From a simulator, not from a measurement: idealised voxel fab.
The process module that follows is named voxel transistor to metal.
The cross-section on display is named cut; it measures 180 nm wide, and its cells are 5 nm squares.
Cross-section spec: square-cell grid; bands listed top down; each band is one or more rows. Read a band's entry like this: the first values are the height of its top and the height of its bottom in nm, and what follows is the sequence of materials from left to right, each with its width in nm. Note that "air" is empty space, and that a single material marked "edge to edge" reaches across the band from edge to edge. Heights are reckoned from 0. Under this level, the received wafer is all of one material. The bottommost band is open-ended downward, for example "0 and below". When a width is written as two numbers, as in "30->40", the first number is the width in the top row of cells of the band and the second is the width in its bottom row, and the width changes by the same amount from each row to the next. Given "no change" for a step, no cell of the cross-section differs between before and after that step. "Closed-off voids" means: voids of 8 cells or more that are shut off from the top with no open way through. Written width x height at distance, distance from the left edge, in nm. Read whatever lies past the settings on a step's line as the simulator's own remark about the step. overlay nm: step with mask; distance mask lay right of planned place; negative value = left of planned place.

[Below is the list of planned process steps]
1 RECEIVE | material Si
2 CONFORMAL_DEP | material SiO2 | thk nm 5
3 CONFORMAL_DEP | material SiN | thk nm 10
4 PATTERN | tone cover | mask id ACTIVE | material resist | width nm 105 | thk nm 20 | overlay nm 0
5 DIRECTIONAL_ETCH | etch materials SiN | depth nm 10
6 DIRECTIONAL_ETCH | etch materials SiO2 | depth nm 5
7 DIRECTIONAL_ETCH | etch materials Si | depth nm 20
8 STRIP | etch materials resist
9 OXIDIZE | depth nm 5
10 FILL_DEP | material SiO2 | thk nm 10
11 CMP | height nm 15
12 SELECTIVE_ETCH | etch materials SiO2 | depth nm 5
13 STRIP | etch materials SiN
14 SELECTIVE_ETCH | etch materials SiO2 | depth nm 5
15 OXIDIZE | depth nm 5
16 DIRECTIONAL_DEP | material polySi | thk nm 20
17 DIRECTIONAL_DEP | material SiCN | thk nm 10
18 PATTERN | tone cover | mask id GATE | material resist | width nm 25 | thk nm 20 | overlay nm 0
19 DIRECTIONAL_ETCH | etch materials SiCN | depth nm 20
20 DIRECTIONAL_ETCH | etch materials polySi | depth nm 30
21 STRIP | etch materials resist
22 CONFORMAL_DEP | material SiN | thk nm 10
23 DIRECTIONAL_ETCH | etch materials SiN | depth nm 10
24 DIRECTIONAL_ETCH | etch materials SiO2 | depth nm 5
25 DIRECTIONAL_ETCH | etch materials Si | depth nm 10
26 EPI | material nSi | thk nm 10
27 FILL_DEP | material SiO2 | thk nm 10
28 CMP | height nm 30
29 DIRECTIONAL_DEP | material SiO2 | thk nm 10
30 DIRECTIONAL_DEP | material aC | thk nm 15
31 PATTERN | tone open | mask id CONTACT | material resist | width nm 25 | pitch nm 60 | thk nm 35 | overlay nm 0
32 DIRECTIONAL_ETCH | etch materials aC | depth nm 15
33 STRIP | etch materials resist
34 DIRECTIONAL_ETCH | etch materials SiO2 | depth nm 45
35 STRIP | etch materials aC
36 CONFORMAL_DEP | material TiN | thk nm 5
37 FILL_DEP | material Ru | thk nm 10
38 CMP | height nm 40
39 DIRECTIONAL_DEP | material TiN | thk nm 5
40 DIRECTIONAL_DEP | material W | thk nm 25
41 DIRECTIONAL_DEP | material aC | thk nm 15
42 PATTERN | tone cover | mask id METAL_1 | material resist | width nm 15 | pitch nm 70 | thk nm 35 | overlay nm 0
43 DIRECTIONAL_ETCH | etch materials aC | depth nm 15
44 STRIP | etch materials resist
45 DIRECTIONAL_ETCH | etch materials W | depth nm 25
46 DIRECTIONAL_ETCH | etch materials TiN | depth nm 5
47 STRIP | etch materials aC
48 CONFORMAL_DEP | material SiN | thk nm 5
49 FILL_DEP | material lowk | thk nm 10
50 CMP | height nm 70
51 CONFORMAL_DEP | material SiCN | thk nm 5
52 DIRECTIONAL_DEP | material lowk | thk nm 30
53 DIRECTIONAL_DEP | material aC | thk nm 15
54 PATTERN | tone open | mask id METAL_2 | material resist | width nm 15 | pitch nm 70 | thk nm 35 | overlay nm 0
55 DIRECTIONAL_ETCH | etch materials aC | depth nm 15
56 STRIP | etch materials resist
57 DIRECTIONAL_ETCH | etch materials lowk | depth nm 15
58 STRIP | etch materials aC
59 MASKED_ETCH | tone open | mask id METAL_2_HOLES | width nm 15 | pitch nm 70 | etch materials lowk | depth nm 15 | overlay nm 0
60 MASKED_ETCH | tone open | mask id METAL_2_HOLES | width nm 15 | pitch nm 70 | etch materials SiCN | depth nm 5 | overlay nm 0
61 CONFORMAL_DEP | material TiN | thk nm 5
62 FILL_DEP | material Cu | thk nm 10
63 CMP | height nm 105
64 CONFORMAL_DEP | material SiCN | thk nm 5

[First out of two wafers; run went to plan]

[Wafer as received: cross-section following step 1]
  0 and below: Si edge to edge
  Closed-off voids: none

[The wafer in cross-section once step 2 is complete]
  5 down to 0: SiO2 edge to edge
  Below 0, no change.

[The wafer in cross-section once step 3 is complete]
  15 down to 5: SiN edge to edge
  Below 5, no change.

[The wafer in cross-section once step 4 is complete]
  35 down to 15: 35 nm air | 105 nm resist | 40 nm air
  Below 15, no change.

[The wafer in cross-section once step 5 is complete]
  35 down to 15: 35 nm air | 105 nm resist | 40 nm air
  15 down to 5: 35 nm air | 105 nm SiN | 40 nm air
  Below 5, no change.

[The wafer in cross-section once step 6 is complete]
  35 down to 15: 35 nm air | 105 nm resist | 40 nm air
  15 down to 5: 35 nm air | 105 nm SiN | 40 nm air
  5 down to 0: 35 nm air | 105 nm SiO2 | 40 nm air
  Below 0, no change.

[The wafer in cross-section once step 7 is complete]
  35 down to 15: 35 nm air | 105 nm resist | 40 nm air
  15 down to 5: 35 nm air | 105 nm SiN | 40 nm air
  5 down to 0: 35 nm air | 105 nm SiO2 | 40 nm air
  0 down to -20: 35 nm air | 105 nm Si | 40 nm air
  Below -20, no change.

[The wafer in cross-section once step 8 is complete]
  15 down to 5: 35 nm air | 105 nm SiN | 40 nm air
  Below 5, no change.

[The wafer in cross-section once step 9 is complete]
  15 down to 5: 35 nm air | 105 nm SiN | 40 nm air
  5 down to 0: 35 nm air | 105 nm SiO2 | 40 nm air
  0 down to -20: 35 nm air | 5 nm SiO2 | 95 nm Si | 5 nm SiO2 | 40 nm air
  -20 down to -25: 40 nm SiO2 | 95 nm Si | 45 nm SiO2
  Below -25, no change.

[The wafer in cross-section once step 10 is complete]
  25 down to 15: SiO2 edge to edge
  15 down to 5: 35 nm SiO2 | 105 nm SiN | 40 nm SiO2
  5 down to 0: SiO2 edge to edge
  0 down to -25: 40 nm SiO2 | 95 nm Si | 45 nm SiO2
  Below -25, no change.

[The wafer in cross-section once step 11 is complete]
  15 down to 5: 35 nm SiO2 | 105 nm SiN | 40 nm SiO2
  Below 5, no change.

[The wafer in cross-section once step 12 is complete]
  15 down to 10: 35 nm air | 105 nm SiN | 40 nm air
  Below 10, no change.

[The wafer in cross-section once step 13 is complete]
  10 down to 5: 35 nm SiO2 | 105 nm air | 40 nm SiO2
  Below 5, no change.

[The wafer in cross-section once step 14 is complete]
  5 down to 0: 30 nm SiO2 | 115 nm air | 35 nm SiO2
  Below 0, no change.

[The wafer in cross-section once step 15 is complete]
  5 down to 0: 30 nm SiO2 | 115 nm air | 35 nm SiO2
  0 down to -5: SiO2 edge to edge
  Below -5, no change.

[The wafer in cross-section once step 16 is complete]
  25 down to 20: 30 nm polySi | 115 nm air | 35 nm polySi
  20 down to 5: polySi edge to edge
  5 down to 0: 30 nm SiO2 | 115 nm polySi | 35 nm SiO2
  Below 0, no change.

[The wafer in cross-section once step 17 is complete]
  35 down to 30: 30 nm SiCN | 115 nm air | 35 nm SiCN
  30 down to 25: SiCN edge to edge
  25 down to 20: 30 nm polySi | 115 nm SiCN | 35 nm polySi
  Below 20, no change.

[The wafer in cross-section once step 18 is complete]
  55 down to 35: 75 nm air | 25 nm resist | 80 nm air
  35 down to 30: 30 nm SiCN | 45 nm air | 25 nm resist | 45 nm air | 35 nm SiCN
  Below 30, no change.

[The wafer in cross-section once step 19 is complete]
  55 down to 30: 75 nm air | 25 nm resist | 80 nm air
  30 down to 25: 75 nm air | 25 nm SiCN | 80 nm air
  25 down to 20: 30 nm polySi | 45 nm air | 25 nm SiCN | 45 nm air | 35 nm polySi
  Below 20, no change.

[The wafer in cross-section once step 20 is complete]
  55 down to 30: 75 nm air | 25 nm resist | 80 nm air
  30 down to 20: 75 nm air | 25 nm SiCN | 80 nm air
  20 down to 5: 75 nm air | 25 nm polySi | 80 nm air
  5 down to 0: 30 nm SiO2 | 45 nm air | 25 nm polySi | 45 nm air | 35 nm SiO2
  Below 0, no change.

[The wafer in cross-section once step 21 is complete]
  30 down to 20: 75 nm air | 25 nm SiCN | 80 nm air
  Below 20, no change.

[The wafer in cross-section once step 22 is complete]
  40 down to 30: 65 nm air | 45 nm SiN | 70 nm air
  30 down to 20: 65 nm air | 10 nm SiN | 25 nm SiCN | 10 nm SiN | 70 nm air
  20 down to 15: 65 nm air | 10 nm SiN | 25 nm polySi | 10 nm SiN | 70 nm air
  15 down to 10: 40 nm SiN | 25 nm air | 10 nm SiN | 25 nm polySi | 10 nm SiN | 25 nm air | 45 nm SiN
  10 down to 5: 75 nm SiN | 25 nm polySi | 80 nm SiN
  5 down to 0: 30 nm SiO2 | 45 nm SiN | 25 nm polySi | 45 nm SiN | 35 nm SiO2
  Below 0, no change.

[The wafer in cross-section once step 23 is complete]
  30 down to 20: 65 nm air | 10 nm SiN | 25 nm SiCN | 10 nm SiN | 70 nm air
  20 down to 5: 65 nm air | 10 nm SiN | 25 nm polySi | 10 nm SiN | 70 nm air
  5 down to 0: 30 nm SiO2 | 10 nm SiN | 25 nm air | 10 nm SiN | 25 nm polySi | 10 nm SiN | 25 nm air | 10 nm SiN | 35 nm SiO2
  Below 0, no change.

[The wafer in cross-section once step 24 is complete]
  30 down to 20: 65 nm air | 10 nm SiN | 25 nm SiCN | 10 nm SiN | 70 nm air
  20 down to 5: 65 nm air | 10 nm SiN | 25 nm polySi | 10 nm SiN | 70 nm air
  5 down to 0: 30 nm air | 10 nm SiN | 25 nm air | 10 nm SiN | 25 nm polySi | 10 nm SiN | 25 nm air | 10 nm SiN | 35 nm air
  0 down to -5: 40 nm SiO2 | 25 nm air | 45 nm SiO2 | 25 nm air | 45 nm SiO2
  Below -5, no change.

[The wafer in cross-section once step 25 is complete]
  30 down to 20: 65 nm air | 10 nm SiN | 25 nm SiCN | 10 nm SiN | 70 nm air
  20 down to 5: 65 nm air | 10 nm SiN | 25 nm polySi | 10 nm SiN | 70 nm air
  5 down to 0: 30 nm air | 10 nm SiN | 25 nm air | 10 nm SiN | 25 nm polySi | 10 nm SiN | 25 nm air | 10 nm SiN | 35 nm air
  0 down to -5: 40 nm SiO2 | 25 nm air | 45 nm SiO2 | 25 nm air | 45 nm SiO2
  -5 down to -15: 40 nm SiO2 | 25 nm air | 45 nm Si | 25 nm air | 45 nm SiO2
  Below -15, no change.

[The wafer in cross-section once step 26 is complete]
  30 down to 20: 65 nm air | 10 nm SiN | 25 nm SiCN | 10 nm SiN | 70 nm air
  20 down to 5: 65 nm air | 10 nm SiN | 25 nm polySi | 10 nm SiN | 70 nm air
  5 down to 0: 30 nm air | 10 nm SiN | 15 nm air | 10 nm nSi | 10 nm SiN | 25 nm polySi | 10 nm SiN | 10 nm nSi | 15 nm air | 10 nm SiN | 35 nm air
  0 down to -5: 40 nm SiO2 | 15 nm air | 10 nm nSi | 45 nm SiO2 | 10 nm nSi | 15 nm air | 45 nm SiO2
  -5 down to -15: 40 nm SiO2 | 25 nm nSi | 45 nm Si | 25 nm nSi | 45 nm SiO2
  Below -15, no change.

[The wafer in cross-section once step 27 is complete]
  40 down to 30: SiO2 edge to edge
  30 down to 20: 65 nm SiO2 | 10 nm SiN | 25 nm SiCN | 10 nm SiN | 70 nm SiO2
  20 down to 5: 65 nm SiO2 | 10 nm SiN | 25 nm polySi | 10 nm SiN | 70 nm SiO2
  5 down to 0: 30 nm SiO2 | 10 nm SiN | 15 nm SiO2 | 10 nm nSi | 10 nm SiN | 25 nm polySi | 10 nm SiN | 10 nm nSi | 15 nm SiO2 | 10 nm SiN | 35 nm SiO2
  0 down to -5: 55 nm SiO2 | 10 nm nSi | 45 nm SiO2 | 10 nm nSi | 60 nm SiO2
  Below -5, no change.

[The wafer in cross-section once step 28 is complete]
  30 down to 20: 65 nm SiO2 | 10 nm SiN | 25 nm SiCN | 10 nm SiN | 70 nm SiO2
  Below 20, no change.

[The wafer in cross-section once step 29 is complete]
  40 down to 30: SiO2 edge to edge
  Below 30, no change.

[The wafer in cross-section once step 30 is complete]
  55 down to 40: aC edge to edge
  Below 40, no change.

[The wafer in cross-section once step 31 is complete]
  90 down to 55: 45 nm resist | 25 nm air | 35 nm resist | 25 nm air | 50 nm resist
  Below 55, no change.

[The wafer in cross-section once step 32 is complete]
  75 down to 55: 45 nm resist | 25 nm air | 35 nm resist | 25 nm air | 50 nm resist
  55 down to 40: 45 nm aC | 25 nm air | 35 nm aC | 25 nm air | 50 nm aC
  Below 40, no change.

[The wafer in cross-section once step 33 is complete]
  55 down to 40: 45 nm aC | 25 nm air | 35 nm aC | 25 nm air | 50 nm aC
  Below 40, no change.

[The wafer in cross-section once step 34 is complete]
  55 down to 40: 45 nm aC | 25 nm air | 35 nm aC | 25 nm air | 50 nm aC
  40 down to 30: 45 nm SiO2 | 25 nm air | 35 nm SiO2 | 25 nm air | 50 nm SiO2
  30 down to 20: 45 nm SiO2 | 20 nm air | 10 nm SiN | 25 nm SiCN | 10 nm SiN | 20 nm air | 50 nm SiO2
  20 down to 5: 45 nm SiO2 | 20 nm air | 10 nm SiN | 25 nm polySi | 10 nm SiN | 20 nm air | 50 nm SiO2
  5 down to 0: 30 nm SiO2 | 10 nm SiN | 5 nm SiO2 | 10 nm air | 10 nm nSi | 10 nm SiN | 25 nm polySi | 10 nm SiN | 10 nm nSi | 10 nm air | 5 nm SiO2 | 10 nm SiN | 35 nm SiO2
  0 down to -5: 45 nm SiO2 | 10 nm air | 10 nm nSi | 45 nm SiO2 | 10 nm nSi | 10 nm air | 50 nm SiO2
  Below -5, no change.

[The wafer in cross-section once step 35 is complete]
  40 down to 30: 45 nm SiO2 | 25 nm air | 35 nm SiO2 | 25 nm air | 50 nm SiO2
  Below 30, no change.

[The wafer in cross-section once step 36 is complete]
  45 down to 40: 50 nm TiN | 15 nm air | 45 nm TiN | 15 nm air | 55 nm TiN
  40 down to 30: 45 nm SiO2 | 5 nm TiN | 15->10 nm air | 5->10 nm TiN | 35 nm SiO2 | 5->10 nm TiN | 15->10 nm air | 5 nm TiN | 50 nm SiO2
  30 down to 20: 45 nm SiO2 | 5 nm TiN | 10 nm air | 5 nm TiN | 10 nm SiN | 25 nm SiCN | 10 nm SiN | 5 nm TiN | 10 nm air | 5 nm TiN | 50 nm SiO2
  20 down to 10: 45 nm SiO2 | 5 nm TiN | 10 nm air | 5 nm TiN | 10 nm SiN | 25 nm polySi | 10 nm SiN | 5 nm TiN | 10 nm air | 5 nm TiN | 50 nm SiO2
  10 down to 5: 45 nm SiO2 | 20 nm TiN | 10 nm SiN | 25 nm polySi | 10 nm SiN | 20 nm TiN | 50 nm SiO2
  5 down to 0: 30 nm SiO2 | 10 nm SiN | 5 nm SiO2 | 10 nm TiN | 10 nm nSi | 10 nm SiN | 25 nm polySi | 10 nm SiN | 10 nm nSi | 10 nm TiN | 5 nm SiO2 | 10 nm SiN | 35 nm SiO2
  0 down to -5: 45 nm SiO2 | 10 nm TiN | 10 nm nSi | 45 nm SiO2 | 10 nm nSi | 10 nm TiN | 50 nm SiO2
  Below -5, no change.

[The wafer in cross-section once step 37 is complete]
  55 down to 45: Ru edge to edge
  45 down to 40: 50 nm TiN | 15 nm Ru | 45 nm TiN | 15 nm Ru | 55 nm TiN
  40 down to 30: 45 nm SiO2 | 5 nm TiN | 15->10 nm Ru | 5->10 nm TiN | 35 nm SiO2 | 5->10 nm TiN | 15->10 nm Ru | 5 nm TiN | 50 nm SiO2
  30 down to 20: 45 nm SiO2 | 5 nm TiN | 10 nm Ru | 5 nm TiN | 10 nm SiN | 25 nm SiCN | 10 nm SiN | 5 nm TiN | 10 nm Ru | 5 nm TiN | 50 nm SiO2
  20 down to 10: 45 nm SiO2 | 5 nm TiN | 10 nm Ru | 5 nm TiN | 10 nm SiN | 25 nm polySi | 10 nm SiN | 5 nm TiN | 10 nm Ru | 5 nm TiN | 50 nm SiO2
  Below 10, no change.

[The wafer in cross-section once step 38 is complete]
  40 down to 30: 45 nm SiO2 | 5 nm TiN | 15->10 nm Ru | 5->10 nm TiN | 35 nm SiO2 | 5->10 nm TiN | 15->10 nm Ru | 5 nm TiN | 50 nm SiO2
  Below 30, no change.

[The wafer in cross-section once step 39 is complete]
  45 down to 40: TiN edge to edge
  Below 40, no change.

[The wafer in cross-section once step 40 is complete]
  70 down to 45: W edge to edge
  Below 45, no change.

[The wafer in cross-section once step 41 is complete]
  85 down to 70: aC edge to edge
  Below 70, no change.

[The wafer in cross-section once step 42 is complete]
  120 down to 85: 45 nm air | 15 nm resist | 55 nm air | 15 nm resist | 50 nm air
  Below 85, no change.

[The wafer in cross-section once step 43 is complete]
  105 down to 85: 45 nm air | 15 nm resist | 55 nm air | 15 nm resist | 50 nm air
  85 down to 70: 45 nm air | 15 nm aC | 55 nm air | 15 nm aC | 50 nm air
  Below 70, no change.

[The wafer in cross-section once step 44 is complete]
  85 down to 70: 45 nm air | 15 nm aC | 55 nm air | 15 nm aC | 50 nm air
  Below 70, no change.

[The wafer in cross-section once step 45 is complete]
  85 down to 70: 45 nm air | 15 nm aC | 55 nm air | 15 nm aC | 50 nm air
  70 down to 45: 45 nm air | 15 nm W | 55 nm air | 15 nm W | 50 nm air
  Below 45, no change.

[The wafer in cross-section once step 46 is complete]
  85 down to 70: 45 nm air | 15 nm aC | 55 nm air | 15 nm aC | 50 nm air
  70 down to 45: 45 nm air | 15 nm W | 55 nm air | 15 nm W | 50 nm air
  45 down to 40: 45 nm air | 15 nm TiN | 55 nm air | 15 nm TiN | 50 nm air
  Below 40, no change.

[The wafer in cross-section once step 47 is complete]
  70 down to 45: 45 nm air | 15 nm W | 55 nm air | 15 nm W | 50 nm air
  Below 45, no change.

[The wafer in cross-section once step 48 is complete]
  75 down to 70: 40 nm air | 25 nm SiN | 45 nm air | 25 nm SiN | 45 nm air
  70 down to 45: 40 nm air | 5 nm SiN | 15 nm W | 5 nm SiN | 45 nm air | 5 nm SiN | 15 nm W | 5 nm SiN | 45 nm air
  45 down to 40: 45 nm SiN | 15 nm TiN | 55 nm SiN | 15 nm TiN | 50 nm SiN
  Below 40, no change.

[The wafer in cross-section once step 49 is complete]
  85 down to 75: lowk edge to edge
  75 down to 70: 40 nm lowk | 25 nm SiN | 45 nm lowk | 25 nm SiN | 45 nm lowk
  70 down to 45: 40 nm lowk | 5 nm SiN | 15 nm W | 5 nm SiN | 45 nm lowk | 5 nm SiN | 15 nm W | 5 nm SiN | 45 nm lowk
  Below 45, no change.

[The wafer in cross-section once step 50 is complete]
  70 down to 45: 40 nm lowk | 5 nm SiN | 15 nm W | 5 nm SiN | 45 nm lowk | 5 nm SiN | 15 nm W | 5 nm SiN | 45 nm lowk
  Below 45, no change.

[The wafer in cross-section once step 51 is complete]
  75 down to 70: SiCN edge to edge
  Below 70, no change.

[The wafer in cross-section once step 52 is complete]
  105 down to 75: lowk edge to edge
  Below 75, no change.

[The wafer in cross-section once step 53 is complete]
  120 down to 105: aC edge to edge
  Below 105, no change.

[The wafer in cross-section once step 54 is complete]
  155 down to 120: 45 nm resist | 15 nm air | 55 nm resist | 15 nm air | 50 nm resist
  Below 120, no change.

[The wafer in cross-section once step 55 is complete]
  140 down to 120: 45 nm resist | 15 nm air | 55 nm resist | 15 nm air | 50 nm resist
  120 down to 105: 45 nm aC | 15 nm air | 55 nm aC | 15 nm air | 50 nm aC
  Below 105, no change.

[The wafer in cross-section once step 56 is complete]
  120 down to 105: 45 nm aC | 15 nm air | 55 nm aC | 15 nm air | 50 nm aC
  Below 105, no change.

[The wafer in cross-section once step 57 is complete]
  120 down to 105: 45 nm aC | 15 nm air | 55 nm aC | 15 nm air | 50 nm aC
  105 down to 90: 45 nm lowk | 15 nm air | 55 nm lowk | 15 nm air | 50 nm lowk
  Below 90, no change.

[The wafer in cross-section once step 58 is complete]
  105 down to 90: 45 nm lowk | 15 nm air | 55 nm lowk | 15 nm air | 50 nm lowk
  Below 90, no change.

[The wafer in cross-section once step 59 is complete]
  105 down to 75: 45 nm lowk | 15 nm air | 55 nm lowk | 15 nm air | 50 nm lowk
  Below 75, no change.

[The wafer in cross-section once step 60 is complete]
  105 down to 75: 45 nm lowk | 15 nm air | 55 nm lowk | 15 nm air | 50 nm lowk
  75 down to 70: 45 nm SiCN | 15 nm air | 55 nm SiCN | 15 nm air | 50 nm SiCN
  Below 70, no change.

[The wafer in cross-section once step 61 is complete]
  110 down to 105: 50 nm TiN | 5 nm air | 65 nm TiN | 5 nm air | 55 nm TiN
  105 down to 75: 45 nm lowk | 5 nm TiN | 5 nm air | 5 nm TiN | 55 nm lowk | 5 nm TiN | 5 nm air | 5 nm TiN | 50 nm lowk
  75 down to 70: 45 nm SiCN | 15 nm TiN | 55 nm SiCN | 15 nm TiN | 50 nm SiCN
  Below 70, no change.

[The wafer in cross-section once step 62 is complete]
  120 down to 110: Cu edge to edge
  110 down to 105: 50 nm TiN | 5 nm Cu | 65 nm TiN | 5 nm Cu | 55 nm TiN
  105 down to 75: 45 nm lowk | 5 nm TiN | 5 nm Cu | 5 nm TiN | 55 nm lowk | 5 nm TiN | 5 nm Cu | 5 nm TiN | 50 nm lowk
  Below 75, no change.

[The wafer in cross-section once step 63 is complete]
  105 down to 75: 45 nm lowk | 5 nm TiN | 5 nm Cu | 5 nm TiN | 55 nm lowk | 5 nm TiN | 5 nm Cu | 5 nm TiN | 50 nm lowk
  Below 75, no change.

[The wafer in cross-section once step 64 is complete]
  110 down to 105: SiCN edge to edge
  Below 105, no change.

[Second wafer: same start and same plan as the first, one execution error; identical to the first through step 41]

[Cross-section: second wafer, time at which step 42 was scheduled to end]
  120 down to 85: 40 nm air | 25 nm resist | 45 nm air | 25 nm resist | 45 nm air
  Below 85, no change.

[Cross-section: second wafer, time at which step 43 was scheduled to end]
  105 down to 85: 40 nm air | 25 nm resist | 45 nm air | 25 nm resist | 45 nm air
  85 down to 70: 40 nm air | 25 nm aC | 45 nm air | 25 nm aC | 45 nm air
  Below 70, no change.

[Cross-section: second wafer, time at which step 44 was scheduled to end]
  85 down to 70: 40 nm air | 25 nm aC | 45 nm air | 25 nm aC | 45 nm air
  Below 70, no change.

[Cross-section: second wafer, time at which step 45 was scheduled to end]
  85 down to 70: 40 nm air | 25 nm aC | 45 nm air | 25 nm aC | 45 nm air
  70 down to 45: 40 nm air | 25 nm W | 45 nm air | 25 nm W | 45 nm air
  Below 45, no change.

[Cross-section: second wafer, time at which step 46 was scheduled to end]
  85 down to 70: 40 nm air | 25 nm aC | 45 nm air | 25 nm aC | 45 nm air
  70 down to 45: 40 nm air | 25 nm W | 45 nm air | 25 nm W | 45 nm air
  45 down to 40: 40 nm air | 25 nm TiN | 45 nm air | 25 nm TiN | 45 nm air
  Below 40, no change.

[Cross-section: second wafer, time at which step 47 was scheduled to end]
  70 down to 45: 40 nm air | 25 nm W | 45 nm air | 25 nm W | 45 nm air
  Below 45, no change.

[Cross-section: second wafer, time at which step 48 was scheduled to end]
  75 down to 70: 35 nm air | 35 nm SiN | 35 nm air | 35 nm SiN | 40 nm air
  70 down to 45: 35 nm air | 5 nm SiN | 25 nm W | 5 nm SiN | 35 nm air | 5 nm SiN | 25 nm W | 5 nm SiN | 40 nm air
  45 down to 40: 40 nm SiN | 25 nm TiN | 45 nm SiN | 25 nm TiN | 45 nm SiN
  Below 40, no change.

[Cross-section: second wafer, time at which step 49 was scheduled to end]
  85 down to 75: lowk edge to edge
  75 down to 70: 35 nm lowk | 35 nm SiN | 35 nm lowk | 35 nm SiN | 40 nm lowk
  70 down to 45: 35 nm lowk | 5 nm SiN | 25 nm W | 5 nm SiN | 35 nm lowk | 5 nm SiN | 25 nm W | 5 nm SiN | 40 nm lowk
  Below 45, no change.

[Cross-section: second wafer, time at which step 50 was scheduled to end]
  70 down to 45: 35 nm lowk | 5 nm SiN | 25 nm W | 5 nm SiN | 35 nm lowk | 5 nm SiN | 25 nm W | 5 nm SiN | 40 nm lowk
  Below 45, no change.

[Cross-section: second wafer, time at which step 51 was scheduled to end]
  75 down to 70: SiCN edge to edge
  Below 70, no change.

[Cross-section: second wafer, time at which step 52 was scheduled to end]
  105 down to 75: lowk edge to edge
  Below 75, no change.

[Cross-section: second wafer, time at which step 53 was scheduled to end]
  120 down to 105: aC edge to edge
  Below 105, no change.

[Cross-section: second wafer, time at which step 54 was scheduled to end]
  155 down to 120: 45 nm resist | 15 nm air | 55 nm resist | 15 nm air | 50 nm resist
  Below 120, no change.

[Cross-section: second wafer, time at which step 55 was scheduled to end]
  140 down to 120: 45 nm resist | 15 nm air | 55 nm resist | 15 nm air | 50 nm resist
  120 down to 105: 45 nm aC | 15 nm air | 55 nm aC | 15 nm air | 50 nm aC
  Below 105, no change.

[Cross-section: second wafer, time at which step 56 was scheduled to end]
  120 down to 105: 45 nm aC | 15 nm air | 55 nm aC | 15 nm air | 50 nm aC
  Below 105, no change.

[Cross-section: second wafer, time at which step 57 was scheduled to end]
  120 down to 105: 45 nm aC | 15 nm air | 55 nm aC | 15 nm air | 50 nm aC
  105 down to 90: 45 nm lowk | 15 nm air | 55 nm lowk | 15 nm air | 50 nm lowk
  Below 90, no change.

[Cross-section: second wafer, time at which step 58 was scheduled to end]
  105 down to 90: 45 nm lowk | 15 nm air | 55 nm lowk | 15 nm air | 50 nm lowk
  Below 90, no change.

[Cross-section: second wafer, time at which step 59 was scheduled to end]
  105 down to 75: 45 nm lowk | 15 nm air | 55 nm lowk | 15 nm air | 50 nm lowk
  Below 75, no change.

[Cross-section: second wafer, time at which step 60 was scheduled to end]
  105 down to 75: 45 nm lowk | 15 nm air | 55 nm lowk | 15 nm air | 50 nm lowk
  75 down to 70: 45 nm SiCN | 15 nm air | 55 nm SiCN | 15 nm air | 50 nm SiCN
  Below 70, no change.

[Cross-section: second wafer, time at which step 61 was scheduled to end]
  110 down to 105: 50 nm TiN | 5 nm air | 65 nm TiN | 5 nm air | 55 nm TiN
  105 down to 75: 45 nm lowk | 5 nm TiN | 5 nm air | 5 nm TiN | 55 nm lowk | 5 nm TiN | 5 nm air | 5 nm TiN | 50 nm lowk
  75 down to 70: 45 nm SiCN | 15 nm TiN | 55 nm SiCN | 15 nm TiN | 50 nm SiCN
  Below 70, no change.

[Cross-section: second wafer, time at which step 62 was scheduled to end]
  120 down to 110: Cu edge to edge
  110 down to 105: 50 nm TiN | 5 nm Cu | 65 nm TiN | 5 nm Cu | 55 nm TiN
  105 down to 75: 45 nm lowk | 5 nm TiN | 5 nm Cu | 5 nm TiN | 55 nm lowk | 5 nm TiN | 5 nm Cu | 5 nm TiN | 50 nm lowk
  Below 75, no change.

[Cross-section: second wafer, time at which step 63 was scheduled to end]
  105 down to 75: 45 nm lowk | 5 nm TiN | 5 nm Cu | 5 nm TiN | 55 nm lowk | 5 nm TiN | 5 nm Cu | 5 nm TiN | 50 nm lowk
  Below 75, no change.

[Cross-section: second wafer, time at which step 64 was scheduled to end]
  110 down to 105: SiCN edge to edge
  Below 105, no change.
Heads up, the wafer didn't run the way we planned it: step 42 was run on a setting that differed from the plan, and what really ran there is PATTERN | tone cover | mask id METAL_1 | material resist | width nm 25 | pitch nm 70 | thk nm 35 | overlay nm 0
Wafer comparison, final, in cells, second relative to first, materials more or fewer: SiN -4 | TiN +4 | W +20 | lowk -20
